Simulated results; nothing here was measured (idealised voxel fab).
Process module in this document: voxel ribs on slabs
285 nm wide, 5 nm square cells: that's cross-section cut.
Heads up, the way a cross-section reads in here is a grid of square cells, handed over as bands from the top down, with every band being one or more rows of cells. This entry defines a band. It first specifies the height of the band's top and the height of its bottom in nm, and then specifies the band's materials from left to right, stating each material with its width in nm. The word "all across" identifies a single material that fills the band from edge to edge, while the word "empty" identifies empty space. Beneath 0, the wafer as received is one material, and that level is where height counting begins. The lowest band goes on downward without a bottom; it is written like "from 0 down". The expression "30->40" gives the width at the extremes of the band, the first number at its top row of cells and the second at its bottom row, with the width changing by equal amounts from each row to the next in between. Reading "left unchanged" for a step: not a cell of the cross-section changed in it. Under "Sealed void listing" you'll find the enclosed gaps, the ones with no way out to the top, that are 8 cells or bigger; each reads width x height at distance, with distance counted from the left edge, everything in nm. It should be noted that, on the line of a given step, the content following the step's settings is a remark produced by the simulator itself with respect to that step. overlay nm: right-of-plan distance of the mask on a masked step; negative values mean left-of-plan.

Process steps - plan
step 1: RECEIVE | material Si
step 2: DIRECTIONAL_DEP | material SiO2 | thk nm 20
step 3: DIRECTIONAL_DEP | material polySi | thk nm 15
step 4: PATTERN | tone cover | mask id RIB | material resist | width nm 20 | thk nm 15 | overlay nm 0
step 5: DIRECTIONAL_ETCH | etch materials polySi | depth nm 5
step 6: STRIP | etch materials resist
step 7: MASKED_ETCH | tone cover | mask id SLAB | width nm 60 | etch materials polySi | depth nm 10 | overlay nm 0
step 8: FILL_DEP | material SiO2 | thk nm 20
step 9: CMP | height nm 50
step 10: DIRECTIONAL_DEP | material TiN | thk nm 5
step 11: PATTERN | tone cover | mask id HEATER | material resist | width nm 30 | thk nm 20 | overlay nm 0
step 12: DIRECTIONAL_ETCH | etch materials TiN | depth nm 5
step 13: STRIP | etch materials resist
step 14: CONFORMAL_DEP | material SiN | thk nm 10

Concerning the first of two wafers, which was run in accordance with the plan

Cross-section, incoming material, after step 1
> from 0 down | Si all across
> Sealed void listing: none

State of the wafer after step 2, shown in cross-section
> from 20 to 0 | SiO2 all across
> At heights below 0, the structure remains unaltered.

State of the wafer after step 3, shown in cross-section
> from 35 to 20 | polySi all across
> At heights below 20, the structure remains unaltered.

State of the wafer after step 4, shown in cross-section
> from 50 to 35 | empty: 130 / resist: 20 / empty: 135
> At heights below 35, the structure remains unaltered.

State of the wafer after step 5, shown in cross-section
> from 50 to 35 | empty: 130 / resist: 20 / empty: 135
> from 35 to 30 | empty: 130 / polySi: 20 / empty: 135
> At heights below 30, the structure remains unaltered.

State of the wafer after step 6, shown in cross-section
> from 35 to 30 | empty: 130 / polySi: 20 / empty: 135
> At heights below 30, the structure remains unaltered.

State of the wafer after step 7, shown in cross-section
> from 35 to 30 | empty: 130 / polySi: 20 / empty: 135
> from 30 to 20 | empty: 110 / polySi: 60 / empty: 115
> At heights below 20, the structure remains unaltered.

State of the wafer after step 8, shown in cross-section
> from 55 to 35 | SiO2 all across
> from 35 to 30 | SiO2: 130 / polySi: 20 / SiO2: 135
> from 30 to 20 | SiO2: 110 / polySi: 60 / SiO2: 115
> At heights below 20, the structure remains unaltered.

State of the wafer after step 9, shown in cross-section
> from 50 to 35 | SiO2 all across
> At heights below 35, the structure remains unaltered.

State of the wafer after step 10, shown in cross-section
> from 55 to 50 | TiN all across
> At heights below 50, the structure remains unaltered.

State of the wafer after step 11, shown in cross-section
> from 75 to 55 | empty: 125 / resist: 30 / empty: 130
> At heights below 55, the structure remains unaltered.

State of the wafer after step 12, shown in cross-section
> from 75 to 55 | empty: 125 / resist: 30 / empty: 130
> from 55 to 50 | empty: 125 / TiN: 30 / empty: 130
> At heights below 50, the structure remains unaltered.

State of the wafer after step 13, shown in cross-section
> from 55 to 50 | empty: 125 / TiN: 30 / empty: 130
> At heights below 50, the structure remains unaltered.

State of the wafer after step 14, shown in cross-section
> from 65 to 60 | empty: 115 / SiN: 50 / empty: 120
> from 60 to 55 | SiN all across
> from 55 to 50 | SiN: 125 / TiN: 30 / SiN: 130
> At heights below 50, the structure remains unaltered.

Okay, second wafer. Nothing different at the start, nothing different in the plan, just one mistake somewhere in the running. As far as step 2, counting that step, it's the first wafer all over again

Cross-section of the second wafer at the time step 3 of the plan should have ended
> from 35 to 20 | TiN all across
> At heights below 20, the structure remains unaltered.

Cross-section of the second wafer at the time step 4 of the plan should have ended
> from 50 to 35 | empty: 130 / resist: 20 / empty: 135
> At heights below 35, the structure remains unaltered.

Cross-section of the second wafer at the time step 5 of the plan should have ended: left unchanged

Cross-section of the second wafer at the time step 6 of the plan should have ended
> from 35 to 20 | TiN all across
> At heights below 20, the structure remains unaltered.

Cross-section of the second wafer at the time step 7 of the plan should have ended: left unchanged

Cross-section of the second wafer at the time step 8 of the plan should have ended
> from 55 to 35 | SiO2 all across
> At heights below 35, the structure remains unaltered.

Cross-section of the second wafer at the time step 9 of the plan should have ended
> from 50 to 35 | SiO2 all across
> At heights below 35, the structure remains unaltered.

Cross-section of the second wafer at the time step 10 of the plan should have ended
> from 55 to 50 | TiN all across
> At heights below 50, the structure remains unaltered.

Cross-section of the second wafer at the time step 11 of the plan should have ended
> from 75 to 55 | empty: 125 / resist: 30 / empty: 130
> At heights below 55, the structure remains unaltered.

Cross-section of the second wafer at the time step 12 of the plan should have ended
> from 75 to 55 | empty: 125 / resist: 30 / empty: 130
> from 55 to 50 | empty: 125 / TiN: 30 / empty: 130
> At heights below 50, the structure remains unaltered.

Cross-section of the second wafer at the time step 13 of the plan should have ended
> from 55 to 50 | empty: 125 / TiN: 30 / empty: 130
> At heights below 50, the structure remains unaltered.

Cross-section of the second wafer at the time step 14 of the plan should have ended
> from 65 to 60 | empty: 115 / SiN: 50 / empty: 120
> from 60 to 55 | SiN all across
> from 55 to 50 | SiN: 125 / TiN: 30 / SiN: 130
> At heights below 50, the structure remains unaltered.
So what did we get wrong on this run? planned and actual differ for step 3; actual: DIRECTIONAL_DEP | material TiN | thk nm 15
Per the end-of-run cell counts, the second wafer holds more or fewer of some materials than the first: SiO2 -143 | TiN +171 | polySi -28
